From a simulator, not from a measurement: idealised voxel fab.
You're looking at the process module voxel transistor to metal.
It is cross-section cut that appears here, measuring 165 nm in width, its square cells being 5 nm in size.
Reading order for cross-sections: top band down to bottom band. Underlying form: a grid of square cells. Band size: one or more rows of cells. Band entry format. Leading values: height of top, height of bottom, nm. Remainder: materials in left-to-right order, each with its width in nm. Special words: "everywhere" on a single material, which then fills the band edge to edge; "empty", empty space. Counting heights begins at 0, where everything beneath is, in the wafer as received, one material. The lowest band has no bottom; it goes on downwards, as "0 and below" shows. Note: "30 to 40" means the width goes from the first number (top row of the band) to the second number (bottom row) in equal steps per row of cells. The designation "stayed the same", where it is given for a processing step, indicates that no cell of the cross-section was altered in the course of that step. "Enclosed cavities": sealed empty spaces, 8 cells or more, no open way to top, listed width x height at distance, with distance from the left edge and width, height and distance in nm. Anything after a step's settings on that line? It's the simulator's own note about the step. Each step line may optionally specify "overlay nm", which for a step with a mask gives the rightward distance between the mask's planned place and where it lay, a negative value indicating the leftward direction.

SET OUT BELOW ARE THE PLANNED STEPS OF THE PROCESS
1: RECEIVE [material Si]
2: OXIDIZE [depth nm 5]
3: CONFORMAL_DEP [material SiN] [thk nm 10]
4: MASKED_ETCH [tone cover] [mask id ACTIVE] [width nm 115] [etch materials SiN] [depth nm 10] [overlay nm 0]
5: MASKED_ETCH [tone cover] [mask id ACTIVE] [width nm 115] [etch materials SiO2] [depth nm 5] [overlay nm 0]
6: MASKED_ETCH [tone cover] [mask id ACTIVE] [width nm 115] [etch materials Si] [depth nm 30] [overlay nm 0]
7: OXIDIZE [depth nm 5]
8: FILL_DEP [material SiO2] [thk nm 10]
9: CMP [height nm 10]
10: SELECTIVE_ETCH [etch materials SiO2] [depth nm 5]
11: STRIP [etch materials SiN]
12: SELECTIVE_ETCH [etch materials SiO2] [depth nm 5]
13: OXIDIZE [depth nm 5]
14: DIRECTIONAL_DEP [material polySi] [thk nm 20]
15: DIRECTIONAL_DEP [material SiCN] [thk nm 15]
16: DIRECTIONAL_DEP [material aC] [thk nm 15]
17: PATTERN [tone cover] [mask id GATE] [material resist] [width nm 25] [thk nm 35] [overlay nm 0]
18: DIRECTIONAL_ETCH [etch materials aC] [depth nm 15]
19: STRIP [etch materials resist]
20: DIRECTIONAL_ETCH [etch materials SiCN] [depth nm 25]
21: DIRECTIONAL_ETCH [etch materials polySi] [depth nm 30]
22: STRIP [etch materials aC]
23: CONFORMAL_DEP [material SiN] [thk nm 10]
24: DIRECTIONAL_ETCH [etch materials SiN] [depth nm 10]
25: DIRECTIONAL_ETCH [etch materials SiO2] [depth nm 5]
26: EPI [material pSi] [thk nm 5]
27: FILL_DEP [material SiO2] [thk nm 5]
28: CMP [height nm 15]
29: STRIP [etch materials polySi]
30: SELECTIVE_ETCH [etch materials SiO2] [depth nm 5]
31: CONFORMAL_DEP [material HfO2] [thk nm 5]
32: CONFORMAL_DEP [material TiN] [thk nm 5]
33: FILL_DEP [material W] [thk nm 10]
34: CMP [height nm 10]
35: DIRECTIONAL_DEP [material SiO2] [thk nm 15]
36: DIRECTIONAL_DEP [material aC] [thk nm 10]
37: PATTERN [tone open] [mask id CONTACT] [material resist] [width nm 20] [pitch nm 85] [thk nm 25] [overlay nm 0]
38: DIRECTIONAL_ETCH [etch materials aC] [depth nm 10]
39: STRIP [etch materials resist]
40: DIRECTIONAL_ETCH [etch materials SiO2] [depth nm 30]
41: STRIP [etch materials aC]
42: CONFORMAL_DEP [material TiN] [thk nm 5]
43: FILL_DEP [material W] [thk nm 5]
44: CMP [height nm 25]
45: CONFORMAL_DEP [material SiCN] [thk nm 5]
46: DIRECTIONAL_DEP [material SiO2] [thk nm 20]
47: MASKED_ETCH [tone open] [mask id METAL_1] [width nm 20] [pitch nm 85] [etch materials SiO2] [depth nm 20] [overlay nm 0]
48: MASKED_ETCH [tone open] [mask id METAL_1] [width nm 15] [pitch nm 85] [etch materials SiCN] [depth nm 5] [overlay nm 0]
49: CONFORMAL_DEP [material TiN] [thk nm 5]
50: FILL_DEP [material Cu] [thk nm 5]
51: CMP [height nm 50]
52: CONFORMAL_DEP [material SiCN] [thk nm 5]
For clarity, it should be stated that the wafers under discussion commence in an identical condition and differ with respect to the width nm of step 48, the plan indicating the value that the first wafer had.

SO THIS IS THE FIRST OF SEVERAL WAFERS, CROSS-SECTIONED AS IT CAME TO US, MEANING IT'S AT THE END OF STEP 1
  0 and below | Si everywhere
  Enclosed cavities: none

TABULATED BELOW, WAFER BY WAFER, ARE THE END-OF-MODULE RESULTS: FOR EACH MATERIAL, THE NUMBER OF CELLS GAINED (+) OR LOST (-) RELATIVE TO THE AS-RECEIVED STATE, FOLLOWED BY THE CLOSED VOIDS
width nm 15 | +14 Cu | +13 HfO2 | -138 Si | +60 SiCN | +16 SiN | +305 SiO2 | +59 TiN | +22 W | +12 pSi | Enclosed cavities: none
width nm 20 | +16 Cu | +13 HfO2 | -138 Si | +58 SiCN | +16 SiN | +305 SiO2 | +59 TiN | +22 W | +12 pSi | Enclosed cavities: none
width nm 25 | +16 Cu | +13 HfO2 | -138 Si | +58 SiCN | +16 SiN | +305 SiO2 | +59 TiN | +22 W | +12 pSi | Enclosed cavities: none
width nm 30 | +16 Cu | +13 HfO2 | -138 Si | +58 SiCN | +16 SiN | +305 SiO2 | +59 TiN | +22 W | +12 pSi | Enclosed cavities: none
width nm 35 | +16 Cu | +13 HfO2 | -138 Si | +58 SiCN | +16 SiN | +305 SiO2 | +59 TiN | +22 W | +12 pSi | Enclosed cavities: none
